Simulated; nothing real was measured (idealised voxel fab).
Documented hereafter: the process module known as voxel wiring stack.
Section shown: cut. Width: 230 nm. Cell size: 5 nm, square.
How to read a cross-section here: the picture is a grid of square cells, written as bands going from the top down, and any band can span one or more rows of cells. What a band's entry tells you: where the top is and where the bottom is, as heights in nm, and after that what lies inside, material by material from left to right, each with its width in nm. Empty space is written as the word "blank", and a single material marked with the word "full width" occupies the band from edge to edge. Below 0: as-received wafer, all one material; heights counted from there. Lowest band: no bottom, goes on down, written "0 nm and below". A width such as "30 to 40" changes by the same amount from each row of cells to the next, from the band's top row to its bottom row. No cell of the cross-section changed in a step that is given as "changes: none". If an empty space has no open way to the top and is at least 8 cells in size, "Sealed-off cavities" lists it, written width x height at distance, where distance is measured from the left edge and every value is in nm. Past the settings on a step's line: simulator remark, on that step. The optional step-line setting "overlay nm" applies to steps with a mask and quantifies how far to the right of its planned location the mask lay, a negative value indicating leftward placement. For the reader: what remains of this document is a series of pairs, each showing a cross-section before one process step and a cross-section after that step which reaches down only to the lowest band that changed, with the step between them and its settings set out under the pair. It should not be assumed that a pair continues from the pair above it; the pairs can come from different runs of this module on the same starting wafer, and such continuity exists only where the entry headed "State before step" says so.

# State before step
* 45 nm to 30 nm | lowk full width
* 30 nm to 15 nm | SiN full width
* 15 nm to 0 nm | SiO2 full width
* 0 nm and below | Si full width
* Sealed-off cavities: none

# Section, Post-Step
* 65 nm to 45 nm | 30 resist, 20 blank, 30 resist, 20 blank, 30 resist, 20 blank, 30 resist, 20 blank, 30 resist
* Note: structure below 45 unchanged.
* Sealed-off cavities: none
Process step bridging the above cross-sections: PATTERN | tone open | mask id METAL_1 | material resist | width nm 20 | pitch nm 50 | thk nm 20 | overlay nm 0

State before step: Reference is made to the cross-section shown after the step in the pair directly above, which represents the state prior to this step.

# Section, Post-Step
* 65 nm to 45 nm | 30 resist, 20 blank, 30 resist, 20 blank, 30 resist, 20 blank, 30 resist, 20 blank, 30 resist
* 45 nm to 30 nm | 30 lowk, 20 blank, 30 lowk, 20 blank, 30 lowk, 20 blank, 30 lowk, 20 blank, 30 lowk
* Note: structure below 30 unchanged.
* Sealed-off cavities: none
Process step bridging the above cross-sections: DIRECTIONAL_ETCH | etch materials lowk | depth nm 15

State before step: Reference is made to the cross-section shown after the step in the pair directly above, which represents the state prior to this step.

# Section, Post-Step
* 65 nm to 45 nm | 30 resist, 20 blank, 30 resist, 20 blank, 30 resist, 20 blank, 30 resist, 20 blank, 30 resist
* 45 nm to 30 nm | 30 lowk, 20 blank, 30 lowk, 20 blank, 30 lowk, 20 blank, 30 lowk, 20 blank, 30 lowk
* 30 nm to 25 nm | 30 SiN, 20 blank, 30 SiN, 20 blank, 30 SiN, 20 blank, 30 SiN, 20 blank, 30 SiN
* Note: structure below 25 unchanged.
* Sealed-off cavities: none
Process step bridging the above cross-sections: DIRECTIONAL_ETCH | etch materials SiN | depth nm 5

State before step: Reference is made to the cross-section shown after the step in the pair directly above, which represents the state prior to this step.

# Section, Post-Step
* 45 nm to 30 nm | 30 lowk, 20 blank, 30 lowk, 20 blank, 30 lowk, 20 blank, 30 lowk, 20 blank, 30 lowk
* Note: structure below 30 unchanged.
* Sealed-off cavities: none
Process step bridging the above cross-sections: STRIP | etch materials resist

State before step: Reference is made to the cross-section shown after the step in the pair directly above, which represents the state prior to this step.

# Section, Post-Step
* 50 nm to 45 nm | 35 TiN, 10 blank, 40 TiN, 10 blank, 40 TiN, 10 blank, 40 TiN, 10 blank, 35 TiN
* 45 nm to 30 nm | 30 lowk, 5 TiN, 10 blank, 5 TiN, 30 lowk, 5 TiN, 10 blank, 5 TiN, 30 lowk, 5 TiN, 10 blank, 5 TiN, 30 lowk, 5 TiN, 10 blank, 5 TiN, 30 lowk
* 30 nm to 25 nm | 30 SiN, 20 TiN, 30 SiN, 20 TiN, 30 SiN, 20 TiN, 30 SiN, 20 TiN, 30 SiN
* Note: structure below 25 unchanged.
* Sealed-off cavities: none
Process step bridging the above cross-sections: CONFORMAL_DEP | material TiN | thk nm 5

State before step: Reference is made to the cross-section shown after the step in the pair directly above, which represents the state prior to this step.

# Section, Post-Step
* 60 nm to 50 nm | W full width
* 50 nm to 45 nm | 35 TiN, 10 W, 40 TiN, 10 W, 40 TiN, 10 W, 40 TiN, 10 W, 35 TiN
* 45 nm to 30 nm | 30 lowk, 5 TiN, 10 W, 5 TiN, 30 lowk, 5 TiN, 10 W, 5 TiN, 30 lowk, 5 TiN, 10 W, 5 TiN, 30 lowk, 5 TiN, 10 W, 5 TiN, 30 lowk
* Note: structure below 30 unchanged.
* Sealed-off cavities: none
Process step bridging the above cross-sections: FILL_DEP | material W | thk nm 10

State before step: Reference is made to the cross-section shown after the step in the pair directly above, which represents the state prior to this step.

# Section, Post-Step
* 35 nm to 30 nm | 30 lowk, 5 TiN, 10 W, 5 TiN, 30 lowk, 5 TiN, 10 W, 5 TiN, 30 lowk, 5 TiN, 10 W, 5 TiN, 30 lowk, 5 TiN, 10 W, 5 TiN, 30 lowk
* Note: structure below 30 unchanged.
* Sealed-off cavities: none
Process step bridging the above cross-sections: CMP | height nm 35

State before step: Reference is made to the cross-section shown after the step in the pair directly above, which represents the state prior to this step.

# Section, Post-Step
* 40 nm to 35 nm | 25 blank, 30 Ru, 20 blank, 30 Ru, 20 blank, 30 Ru, 20 blank, 30 Ru, 25 blank
* Note: structure below 35 unchanged.
* Sealed-off cavities: none
Process step bridging the above cross-sections: EPI | material Ru | thk nm 5

State before step: Reference is made to the cross-section shown after the step in the pair directly above, which represents the state prior to this step.

# Section, Post-Step
* 45 nm to 40 nm | SiCN full width
* 40 nm to 35 nm | 25 SiCN, 30 Ru, 20 SiCN, 30 Ru, 20 SiCN, 30 Ru, 20 SiCN, 30 Ru, 25 SiCN
* Note: structure below 35 unchanged.
* Sealed-off cavities: none
Process step bridging the above cross-sections: FILL_DEP | material SiCN | thk nm 5

State before step: Reference is made to the cross-section shown after the step in the pair directly above, which represents the state prior to this step.

# Section, Post-Step
* 75 nm to 45 nm | lowk full width
* Note: structure below 45 unchanged.
* Sealed-off cavities: none
Process step bridging the above cross-sections: DIRECTIONAL_DEP | material lowk | thk nm 30

State before step: Reference is made to the cross-section shown after the step in the pair directly above, which represents the state prior to this step.

# Section, Post-Step
* 95 nm to 75 nm | 30 resist, 15 blank, 35 resist, 15 blank, 35 resist, 15 blank, 35 resist, 15 blank, 35 resist
* Note: structure below 75 unchanged.
* Sealed-off cavities: none
Process step bridging the above cross-sections: PATTERN | tone open | mask id METAL_2_HOLES | material resist | width nm 15 | pitch nm 50 | thk nm 20 | overlay nm 0

State before step: Reference is made to the cross-section shown after the step in the pair directly above, which represents the state prior to this step.

# Section, Post-Step
* 95 nm to 75 nm | 30 resist, 15 blank, 35 resist, 15 blank, 35 resist, 15 blank, 35 resist, 15 blank, 35 resist
* 75 nm to 45 nm | 30 lowk, 15 blank, 35 lowk, 15 blank, 35 lowk, 15 blank, 35 lowk, 15 blank, 35 lowk
* Note: structure below 45 unchanged.
* Sealed-off cavities: none
Process step bridging the above cross-sections: DIRECTIONAL_ETCH | etch materials lowk | depth nm 30

State before step: Reference is made to the cross-section shown after the step in the pair directly above, which represents the state prior to this step.

# Section, Post-Step
* 75 nm to 45 nm | 30 lowk, 15 blank, 35 lowk, 15 blank, 35 lowk, 15 blank, 35 lowk, 15 blank, 35 lowk
* Note: structure below 45 unchanged.
* Sealed-off cavities: none
Process step bridging the above cross-sections: STRIP | etch materials resist

State before step: Reference is made to the cross-section shown after the step in the pair directly above, which represents the state prior to this step.

# Section, Post-Step
* 90 nm to 75 nm | 30 aC, 15 blank, 35 aC, 15 blank, 35 aC, 15 blank, 35 aC, 15 blank, 35 aC
* 75 nm to 60 nm | 30 lowk, 15 blank, 35 lowk, 15 blank, 35 lowk, 15 blank, 35 lowk, 15 blank, 35 lowk
* 60 nm to 45 nm | 30 lowk, 15 aC, 35 lowk, 15 aC, 35 lowk, 15 aC, 35 lowk, 15 aC, 35 lowk
* Note: structure below 45 unchanged.
* Sealed-off cavities: none
Process step bridging the above cross-sections: DIRECTIONAL_DEP | material aC | thk nm 15

State before step: Reference is made to the cross-section shown after the step in the pair directly above, which represents the state prior to this step.

# Section, Post-Step
* 120 nm to 90 nm | 30 resist, 20 blank, 30 resist, 20 blank, 30 resist, 20 blank, 30 resist, 20 blank, 30 resist
* Note: structure below 90 unchanged.
* Sealed-off cavities: none
Process step bridging the above cross-sections: PATTERN | tone open | mask id METAL_2 | material resist | width nm 20 | pitch nm 50 | thk nm 30 | overlay nm 0

State before step: Reference is made to the cross-section shown after the step in the pair directly above, which represents the state prior to this step.

# Section, Post-Step
* 105 nm to 90 nm | 30 resist, 20 blank, 30 resist, 20 blank, 30 resist, 20 blank, 30 resist, 20 blank, 30 resist
* 90 nm to 75 nm | 30 aC, 20 blank, 30 aC, 20 blank, 30 aC, 20 blank, 30 aC, 20 blank, 30 aC
* 75 nm to 45 nm | 30 lowk, 15 blank, 35 lowk, 15 blank, 35 lowk, 15 blank, 35 lowk, 15 blank, 35 lowk
* Note: structure below 45 unchanged.
* Sealed-off cavities: none
Process step bridging the above cross-sections: DIRECTIONAL_ETCH | etch materials aC | depth nm 15

State before step: Reference is made to the cross-section shown after the step in the pair directly above, which represents the state prior to this step.

# Section, Post-Step
* 90 nm to 75 nm | 30 aC, 20 blank, 30 aC, 20 blank, 30 aC, 20 blank, 30 aC, 20 blank, 30 aC
* Note: structure below 75 unchanged.
* Sealed-off cavities: none
Process step bridging the above cross-sections: STRIP | etch materials resist

State before step: Reference is made to the cross-section shown after the step in the pair directly above, which represents the state prior to this step.

# Section, Post-Step
* 90 nm to 75 nm | 30 aC, 20 blank, 30 aC, 20 blank, 30 aC, 20 blank, 30 aC, 20 blank, 30 aC
* 75 nm to 55 nm | 30 lowk, 20 blank, 30 lowk, 20 blank, 30 lowk, 20 blank, 30 lowk, 20 blank, 30 lowk
* Note: structure below 55 unchanged.
* Sealed-off cavities: none
Process step bridging the above cross-sections: DIRECTIONAL_ETCH | etch materials lowk | depth nm 20

State before step: Reference is made to the cross-section shown after the step in the pair directly above, which represents the state prior to this step.

# Section, Post-Step
* 90 nm to 75 nm | 30 aC, 20 blank, 30 aC, 20 blank, 30 aC, 20 blank, 30 aC, 20 blank, 30 aC
* 75 nm to 55 nm | 30 lowk, 20 blank, 30 lowk, 20 blank, 30 lowk, 20 blank, 30 lowk, 20 blank, 30 lowk
* 55 nm to 45 nm | 30 lowk, 15 blank, 35 lowk, 15 blank, 35 lowk, 15 blank, 35 lowk, 15 blank, 35 lowk
* 45 nm to 40 nm | 30 SiCN, 15 blank, 35 SiCN, 15 blank, 35 SiCN, 15 blank, 35 SiCN, 15 blank, 35 SiCN
* Note: structure below 40 unchanged.
* Sealed-off cavities: none
Process step bridging the above cross-sections: DIRECTIONAL_ETCH | etch materials SiCN | depth nm 5

State before step: Reference is made to the cross-section shown after the step in the pair directly above, which represents the state prior to this step.

# Section, Post-Step
* 75 nm to 55 nm | 30 lowk, 20 blank, 30 lowk, 20 blank, 30 lowk, 20 blank, 30 lowk, 20 blank, 30 lowk
* Note: structure below 55 unchanged.
* Sealed-off cavities: none
Process step bridging the above cross-sections: STRIP | etch materials aC

State before step: Reference is made to the cross-section shown after the step in the pair directly above, which represents the state prior to this step.

# Section, Post-Step
* 80 nm to 75 nm | 35 TiN, 10 blank, 40 TiN, 10 blank, 40 TiN, 10 blank, 40 TiN, 10 blank, 35 TiN
* 75 nm to 60 nm | 30 lowk, 5 TiN, 10 blank, 5 TiN, 30 lowk, 5 TiN, 10 blank, 5 TiN, 30 lowk, 5 TiN, 10 blank, 5 TiN, 30 lowk, 5 TiN, 10 blank, 5 TiN, 30 lowk
* 60 nm to 55 nm | 30 lowk, 5 TiN, 5 blank, 10 TiN, 30 lowk, 5 TiN, 5 blank, 10 TiN, 30 lowk, 5 TiN, 5 blank, 10 TiN, 30 lowk, 5 TiN, 5 blank, 10 TiN, 30 lowk
* 55 nm to 45 nm | 30 lowk, 5 TiN, 5 blank, 5 TiN, 35 lowk, 5 TiN, 5 blank, 5 TiN, 35 lowk, 5 TiN, 5 blank, 5 TiN, 35 lowk, 5 TiN, 5 blank, 5 TiN, 35 lowk
* 45 nm to 40 nm | 30 SiCN, 15 TiN, 35 SiCN, 15 TiN, 35 SiCN, 15 TiN, 35 SiCN, 15 TiN, 35 SiCN
* Note: structure below 40 unchanged.
* Sealed-off cavities: none
Process step bridging the above cross-sections: CONFORMAL_DEP | material TiN | thk nm 5

State before step: Reference is made to the cross-section shown after the step in the pair directly above, which represents the state prior to this step.

# Section, Post-Step
* 85 nm to 80 nm | Cu full width
* 80 nm to 75 nm | 35 TiN, 10 Cu, 40 TiN, 10 Cu, 40 TiN, 10 Cu, 40 TiN, 10 Cu, 35 TiN
* 75 nm to 60 nm | 30 lowk, 5 TiN, 10 Cu, 5 TiN, 30 lowk, 5 TiN, 10 Cu, 5 TiN, 30 lowk, 5 TiN, 10 Cu, 5 TiN, 30 lowk, 5 TiN, 10 Cu, 5 TiN, 30 lowk
* 60 nm to 55 nm | 30 lowk, 5 TiN, 5 Cu, 10 TiN, 30 lowk, 5 TiN, 5 Cu, 10 TiN, 30 lowk, 5 TiN, 5 Cu, 10 TiN, 30 lowk, 5 TiN, 5 Cu, 10 TiN, 30 lowk
* 55 nm to 45 nm | 30 lowk, 5 TiN, 5 Cu, 5 TiN, 35 lowk, 5 TiN, 5 Cu, 5 TiN, 35 lowk, 5 TiN, 5 Cu, 5 TiN, 35 lowk, 5 TiN, 5 Cu, 5 TiN, 35 lowk
* Note: structure below 45 unchanged.
* Sealed-off cavities: none
Process step bridging the above cross-sections: FILL_DEP | material Cu | thk nm 5

State before step: Reference is made to the cross-section shown after the step in the pair directly above, which represents the state prior to this step.

# Section, Post-Step
* 75 nm to 60 nm | 30 lowk, 5 TiN, 10 Cu, 5 TiN, 30 lowk, 5 TiN, 10 Cu, 5 TiN, 30 lowk, 5 TiN, 10 Cu, 5 TiN, 30 lowk, 5 TiN, 10 Cu, 5 TiN, 30 lowk
* Note: structure below 60 unchanged.
* Sealed-off cavities: none
Process step bridging the above cross-sections: CMP | height nm 75

State before step: Reference is made to the cross-section shown after the step in the pair directly above, which represents the state prior to this step.

# Section, Post-Step
* 80 nm to 75 nm | SiCN full width
* Note: structure below 75 unchanged.
* Sealed-off cavities: none
Process step bridging the above cross-sections: CONFORMAL_DEP | material SiCN | thk nm 5

State before step: Reference is made to the cross-section shown after the step in the pair directly above, which represents the state prior to this step.

# Section, Post-Step
* 105 nm to 80 nm | lowk full width
* Note: structure below 80 unchanged.
* Sealed-off cavities: none
Process step bridging the above cross-sections: DIRECTIONAL_DEP | material lowk | thk nm 25

State before step: Reference is made to the cross-section shown after the step in the pair directly above, which represents the state prior to this step.

# Section, Post-Step
* 105 nm to 80 nm | 30 lowk, 15 blank, 35 lowk, 15 blank, 35 lowk, 15 blank, 35 lowk, 15 blank, 35 lowk
* Note: structure below 80 unchanged.
* Sealed-off cavities: none
Process step bridging the above cross-sections: MASKED_ETCH | tone open | mask id METAL_3_HOLES | width nm 15 | pitch nm 50 | etch materials lowk | depth nm 25 | overlay nm 0

State before step: Reference is made to the cross-section shown after the step in the pair directly above, which represents the state prior to this step.

# Section, Post-Step
* 115 nm to 105 nm | 30 aC, 15 blank, 35 aC, 15 blank, 35 aC, 15 blank, 35 aC, 15 blank, 35 aC
* 105 nm to 90 nm | 30 lowk, 15 blank, 35 lowk, 15 blank, 35 lowk, 15 blank, 35 lowk, 15 blank, 35 lowk
* 90 nm to 80 nm | 30 lowk, 15 aC, 35 lowk, 15 aC, 35 lowk, 15 aC, 35 lowk, 15 aC, 35 lowk
* Note: structure below 80 unchanged.
* Sealed-off cavities: none
Process step bridging the above cross-sections: DIRECTIONAL_DEP | material aC | thk nm 10

State before step: Reference is made to the cross-section shown after the step in the pair directly above, which represents the state prior to this step.

# Section, Post-Step
* 145 nm to 115 nm | 30 resist, 20 blank, 30 resist, 20 blank, 30 resist, 20 blank, 30 resist, 20 blank, 30 resist
* Note: structure below 115 unchanged.
* Sealed-off cavities: none
Process step bridging the above cross-sections: PATTERN | tone open | mask id METAL_3 | material resist | width nm 20 | pitch nm 50 | thk nm 30 | overlay nm 0

State before step: Reference is made to the cross-section shown after the step in the pair directly above, which represents the state prior to this step.

# Section, Post-Step
* 135 nm to 115 nm | 30 resist, 20 blank, 30 resist, 20 blank, 30 resist, 20 blank, 30 resist, 20 blank, 30 resist
* 115 nm to 105 nm | 30 aC, 20 blank, 30 aC, 20 blank, 30 aC, 20 blank, 30 aC, 20 blank, 30 aC
* 105 nm to 80 nm | 30 lowk, 15 blank, 35 lowk, 15 blank, 35 lowk, 15 blank, 35 lowk, 15 blank, 35 lowk
* Note: structure below 80 unchanged.
* Sealed-off cavities: none
Process step bridging the above cross-sections: DIRECTIONAL_ETCH | etch materials aC | depth nm 10

State before step: Reference is made to the cross-section shown after the step in the pair directly above, which represents the state prior to this step.

# Section, Post-Step
* 115 nm to 105 nm | 30 aC, 20 blank, 30 aC, 20 blank, 30 aC, 20 blank, 30 aC, 20 blank, 30 aC
* Note: structure below 105 unchanged.
* Sealed-off cavities: none
Process step bridging the above cross-sections: STRIP | etch materials resist

State before step: Reference is made to the cross-section shown after the step in the pair directly above, which represents the state prior to this step.

# Section, Post-Step
* 115 nm to 105 nm | 30 aC, 20 blank, 30 aC, 20 blank, 30 aC, 20 blank, 30 aC, 20 blank, 30 aC
* 105 nm to 90 nm | 30 lowk, 20 blank, 30 lowk, 20 blank, 30 lowk, 20 blank, 30 lowk, 20 blank, 30 lowk
* Note: structure below 90 unchanged.
* Sealed-off cavities: none
Process step bridging the above cross-sections: DIRECTIONAL_ETCH | etch materials lowk | depth nm 15

State before step: Reference is made to the cross-section shown after the step in the pair directly above, which represents the state prior to this step.

# Section, Post-Step
* 115 nm to 105 nm | 30 aC, 20 blank, 30 aC, 20 blank, 30 aC, 20 blank, 30 aC, 20 blank, 30 aC
* 105 nm to 90 nm | 30 lowk, 20 blank, 30 lowk, 20 blank, 30 lowk, 20 blank, 30 lowk, 20 blank, 30 lowk
* 90 nm to 80 nm | 30 lowk, 15 blank, 35 lowk, 15 blank, 35 lowk, 15 blank, 35 lowk, 15 blank, 35 lowk
* 80 nm to 75 nm | 30 SiCN, 15 blank, 35 SiCN, 15 blank, 35 SiCN, 15 blank, 35 SiCN, 15 blank, 35 SiCN
* Note: structure below 75 unchanged.
* Sealed-off cavities: none
Process step bridging the above cross-sections: DIRECTIONAL_ETCH | etch materials SiCN | depth nm 5

State before step: Reference is made to the cross-section shown after the step in the pair directly above, which represents the state prior to this step.

# Section, Post-Step
* 105 nm to 90 nm | 30 lowk, 20 blank, 30 lowk, 20 blank, 30 lowk, 20 blank, 30 lowk, 20 blank, 30 lowk
* Note: structure below 90 unchanged.
* Sealed-off cavities: none
Process step bridging the above cross-sections: STRIP | etch materials aC

State before step: Reference is made to the cross-section shown after the step in the pair directly above, which represents the state prior to this step.

# Section, Post-Step
* 110 nm to 105 nm | 35 TiN, 10 blank, 40 TiN, 10 blank, 40 TiN, 10 blank, 40 TiN, 10 blank, 35 TiN
* 105 nm to 95 nm | 30 lowk, 5 TiN, 10 blank, 5 TiN, 30 lowk, 5 TiN, 10 blank, 5 TiN, 30 lowk, 5 TiN, 10 blank, 5 TiN, 30 lowk, 5 TiN, 10 blank, 5 TiN, 30 lowk
* 95 nm to 90 nm | 30 lowk, 5 TiN, 5 blank, 10 TiN, 30 lowk, 5 TiN, 5 blank, 10 TiN, 30 lowk, 5 TiN, 5 blank, 10 TiN, 30 lowk, 5 TiN, 5 blank, 10 TiN, 30 lowk
* 90 nm to 80 nm | 30 lowk, 5 TiN, 5 blank, 5 TiN, 35 lowk, 5 TiN, 5 blank, 5 TiN, 35 lowk, 5 TiN, 5 blank, 5 TiN, 35 lowk, 5 TiN, 5 blank, 5 TiN, 35 lowk
* 80 nm to 75 nm | 30 SiCN, 15 TiN, 35 SiCN, 15 TiN, 35 SiCN, 15 TiN, 35 SiCN, 15 TiN, 35 SiCN
* Note: structure below 75 unchanged.
* Sealed-off cavities: none
Process step bridging the above cross-sections: CONFORMAL_DEP | material TiN | thk nm 5

State before step: Reference is made to the cross-section shown after the step in the pair directly above, which represents the state prior to this step.

# Section, Post-Step
* 115 nm to 110 nm | Ru full width
* 110 nm to 105 nm | 35 TiN, 10 Ru, 40 TiN, 10 Ru, 40 TiN, 10 Ru, 40 TiN, 10 Ru, 35 TiN
* 105 nm to 95 nm | 30 lowk, 5 TiN, 10 Ru, 5 TiN, 30 lowk, 5 TiN, 10 Ru, 5 TiN, 30 lowk, 5 TiN, 10 Ru, 5 TiN, 30 lowk, 5 TiN, 10 Ru, 5 TiN, 30 lowk
* 95 nm to 90 nm | 30 lowk, 5 TiN, 5 Ru, 10 TiN, 30 lowk, 5 TiN, 5 Ru, 10 TiN, 30 lowk, 5 TiN, 5 Ru, 10 TiN, 30 lowk, 5 TiN, 5 Ru, 10 TiN, 30 lowk
* 90 nm to 80 nm | 30 lowk, 5 TiN, 5 Ru, 5 TiN, 35 lowk, 5 TiN, 5 Ru, 5 TiN, 35 lowk, 5 TiN, 5 Ru, 5 TiN, 35 lowk, 5 TiN, 5 Ru, 5 TiN, 35 lowk
* Note: structure below 80 unchanged.
* Sealed-off cavities: none
Process step bridging the above cross-sections: FILL_DEP | material Ru | thk nm 5

State before step: Reference is made to the cross-section shown after the step in the pair directly above, which represents the state prior to this step.

# Section, Post-Step
* 105 nm to 95 nm | 30 lowk, 5 TiN, 10 Ru, 5 TiN, 30 lowk, 5 TiN, 10 Ru, 5 TiN, 30 lowk, 5 TiN, 10 Ru, 5 TiN, 30 lowk, 5 TiN, 10 Ru, 5 TiN, 30 lowk
* Note: structure below 95 unchanged.
* Sealed-off cavities: none
Process step bridging the above cross-sections: CMP | height nm 105

State before step: Reference is made to the cross-section shown after the step in the pair directly above, which represents the state prior to this step.

# Section, Post-Step
* 110 nm to 105 nm | SiN full width
* Note: structure below 105 unchanged.
* Sealed-off cavities: none
Process step bridging the above cross-sections: CONFORMAL_DEP | material SiN | thk nm 5

# State before step
* 115 nm to 105 nm | 30 aC, 15 blank, 35 aC, 15 blank, 35 aC, 15 blank, 35 aC, 15 blank, 35 aC
* 105 nm to 90 nm | 30 lowk, 15 blank, 35 lowk, 15 blank, 35 lowk, 15 blank, 35 lowk, 15 blank, 35 lowk
* 90 nm to 80 nm | 30 lowk, 15 aC, 35 lowk, 15 aC, 35 lowk, 15 aC, 35 lowk, 15 aC, 35 lowk
* 80 nm to 75 nm | SiCN full width
* 75 nm to 60 nm | 30 lowk, 5 TiN, 10 Cu, 5 TiN, 30 lowk, 5 TiN, 10 Cu, 5 TiN, 30 lowk, 5 TiN, 10 Cu, 5 TiN, 30 lowk, 5 TiN, 10 Cu, 5 TiN, 30 lowk
* 60 nm to 55 nm | 30 lowk, 5 TiN, 5 Cu, 10 TiN, 30 lowk, 5 TiN, 5 Cu, 10 TiN, 30 lowk, 5 TiN, 5 Cu, 10 TiN, 30 lowk, 5 TiN, 5 Cu, 10 TiN, 30 lowk
* 55 nm to 45 nm | 30 lowk, 5 TiN, 5 Cu, 5 TiN, 35 lowk, 5 TiN, 5 Cu, 5 TiN, 35 lowk, 5 TiN, 5 Cu, 5 TiN, 35 lowk, 5 TiN, 5 Cu, 5 TiN, 35 lowk
* 45 nm to 40 nm | 30 SiCN, 15 TiN, 35 SiCN, 15 TiN, 35 SiCN, 15 TiN, 35 SiCN, 15 TiN, 35 SiCN
* 40 nm to 35 nm | 25 SiCN, 30 Ru, 20 SiCN, 30 Ru, 20 SiCN, 30 Ru, 20 SiCN, 30 Ru, 25 SiCN
* 35 nm to 20 nm | 30 lowk, 5 TiN, 10 W, 5 TiN, 30 lowk, 5 TiN, 10 W, 5 TiN, 30 lowk, 5 TiN, 10 W, 5 TiN, 30 lowk, 5 TiN, 10 W, 5 TiN, 30 lowk
* 20 nm to 15 nm | 30 SiN, 20 TiN, 30 SiN, 20 TiN, 30 SiN, 20 TiN, 30 SiN, 20 TiN, 30 SiN
* 15 nm to 0 nm | SiO2 full width
* 0 nm and below | Si full width
* Sealed-off cavities: none

# Section, Post-Step
* 145 nm to 115 nm | 35 resist, 15 blank, 35 resist, 15 blank, 35 resist, 15 blank, 35 resist, 15 blank, 30 resist
* 115 nm to 105 nm | 30 aC, 5 resist, 10 blank, 35 aC, 5 resist, 10 blank, 35 aC, 5 resist, 10 blank, 35 aC, 5 resist, 10 blank, 35 aC
* 105 nm to 90 nm | 30 lowk, 5 resist, 10 blank, 35 lowk, 5 resist, 10 blank, 35 lowk, 5 resist, 10 blank, 35 lowk, 5 resist, 10 blank, 35 lowk
* Note: structure below 90 unchanged.
* Sealed-off cavities: none
Process step bridging the above cross-sections: PATTERN | tone open | mask id METAL_3 | material resist | width nm 15 | pitch nm 50 | thk nm 30 | overlay nm 0

State before step: Reference is made to the cross-section shown after the step in the pair directly above, which represents the state prior to this step.

# Section, Post-Step
* 135 nm to 115 nm | 35 resist, 15 blank, 35 resist, 15 blank, 35 resist, 15 blank, 35 resist, 15 blank, 30 resist
* 115 nm to 105 nm | 30 aC, 5 resist, 15 blank, 30 aC, 5 resist, 15 blank, 30 aC, 5 resist, 15 blank, 30 aC, 5 resist, 15 blank, 30 aC
* 105 nm to 90 nm | 30 lowk, 5 resist, 10 blank, 35 lowk, 5 resist, 10 blank, 35 lowk, 5 resist, 10 blank, 35 lowk, 5 resist, 10 blank, 35 lowk
* 90 nm to 80 nm | 30 lowk, 5 aC, 10 blank, 35 lowk, 5 aC, 10 blank, 35 lowk, 5 aC, 10 blank, 35 lowk, 5 aC, 10 blank, 35 lowk
* Note: structure below 80 unchanged.
* Sealed-off cavities: none
Process step bridging the above cross-sections: DIRECTIONAL_ETCH | etch materials aC | depth nm 10

State before step: Reference is made to the cross-section shown after the step in the pair directly above, which represents the state prior to this step.

# Section, Post-Step
* 115 nm to 105 nm | 30 aC, 20 blank, 30 aC, 20 blank, 30 aC, 20 blank, 30 aC, 20 blank, 30 aC
* 105 nm to 90 nm | 30 lowk, 15 blank, 35 lowk, 15 blank, 35 lowk, 15 blank, 35 lowk, 15 blank, 35 lowk
* Note: structure below 90 unchanged.
* Sealed-off cavities: none
Process step bridging the above cross-sections: STRIP | etch materials resist

State before step: Reference is made to the cross-section shown after the step in the pair directly above, which represents the state prior to this step.

# Section, Post-Step
* 115 nm to 105 nm | 30 aC, 20 blank, 30 aC, 20 blank, 30 aC, 20 blank, 30 aC, 20 blank, 30 aC
* 105 nm to 90 nm | 30 lowk, 20 blank, 30 lowk, 20 blank, 30 lowk, 20 blank, 30 lowk, 20 blank, 30 lowk
* Note: structure below 90 unchanged.
* Sealed-off cavities: none
Process step bridging the above cross-sections: DIRECTIONAL_ETCH | etch materials lowk | depth nm 15

State before step: Reference is made to the cross-section shown after the step in the pair directly above, which represents the state prior to this step.

# Section, Post-Step
* 115 nm to 105 nm | 30 aC, 20 blank, 30 aC, 20 blank, 30 aC, 20 blank, 30 aC, 20 blank, 30 aC
* 105 nm to 90 nm | 30 lowk, 20 blank, 30 lowk, 20 blank, 30 lowk, 20 blank, 30 lowk, 20 blank, 30 lowk
* 90 nm to 80 nm | 30 lowk, 5 aC, 10 blank, 35 lowk, 5 aC, 10 blank, 35 lowk, 5 aC, 10 blank, 35 lowk, 5 aC, 10 blank, 35 lowk
* 80 nm to 75 nm | 35 SiCN, 10 blank, 40 SiCN, 10 blank, 40 SiCN, 10 blank, 40 SiCN, 10 blank, 35 SiCN
* Note: structure below 75 unchanged.
* Sealed-off cavities: none
Process step bridging the above cross-sections: DIRECTIONAL_ETCH | etch materials SiCN | depth nm 5

State before step: Reference is made to the cross-section shown after the step in the pair directly above, which represents the state prior to this step.

# Section, Post-Step
* 105 nm to 90 nm | 30 lowk, 20 blank, 30 lowk, 20 blank, 30 lowk, 20 blank, 30 lowk, 20 blank, 30 lowk
* 90 nm to 80 nm | 30 lowk, 15 blank, 35 lowk, 15 blank, 35 lowk, 15 blank, 35 lowk, 15 blank, 35 lowk
* Note: structure below 80 unchanged.
* Sealed-off cavities: none
Process step bridging the above cross-sections: STRIP | etch materials aC

State before step: Reference is made to the cross-section shown after the step in the pair directly above, which represents the state prior to this step.

# Section, Post-Step
* 110 nm to 105 nm | 35 TiN, 10 blank, 40 TiN, 10 blank, 40 TiN, 10 blank, 40 TiN, 10 blank, 35 TiN
* 105 nm to 95 nm | 30 lowk, 5 TiN, 10 blank, 5 TiN, 30 lowk, 5 TiN, 10 blank, 5 TiN, 30 lowk, 5 TiN, 10 blank, 5 TiN, 30 lowk, 5 TiN, 10 blank, 5 TiN, 30 lowk
* 95 nm to 85 nm | 30 lowk, 5 TiN, 5 blank, 10 to 5 TiN, 30 to 35 lowk, 5 TiN, 5 blank, 10 to 5 TiN, 30 to 35 lowk, 5 TiN, 5 blank, 10 to 5 TiN, 30 to 35 lowk, 5 TiN, 5 blank, 10 to 5 TiN, 30 to 35 lowk
* 85 nm to 80 nm | 30 lowk, 15 TiN, 35 lowk, 15 TiN, 35 lowk, 15 TiN, 35 lowk, 15 TiN, 35 lowk
* 80 nm to 75 nm | 35 SiCN, 10 TiN, 40 SiCN, 10 TiN, 40 SiCN, 10 TiN, 40 SiCN, 10 TiN, 35 SiCN
* Note: structure below 75 unchanged.
* Sealed-off cavities: none
Process step bridging the above cross-sections: CONFORMAL_DEP | material TiN | thk nm 5
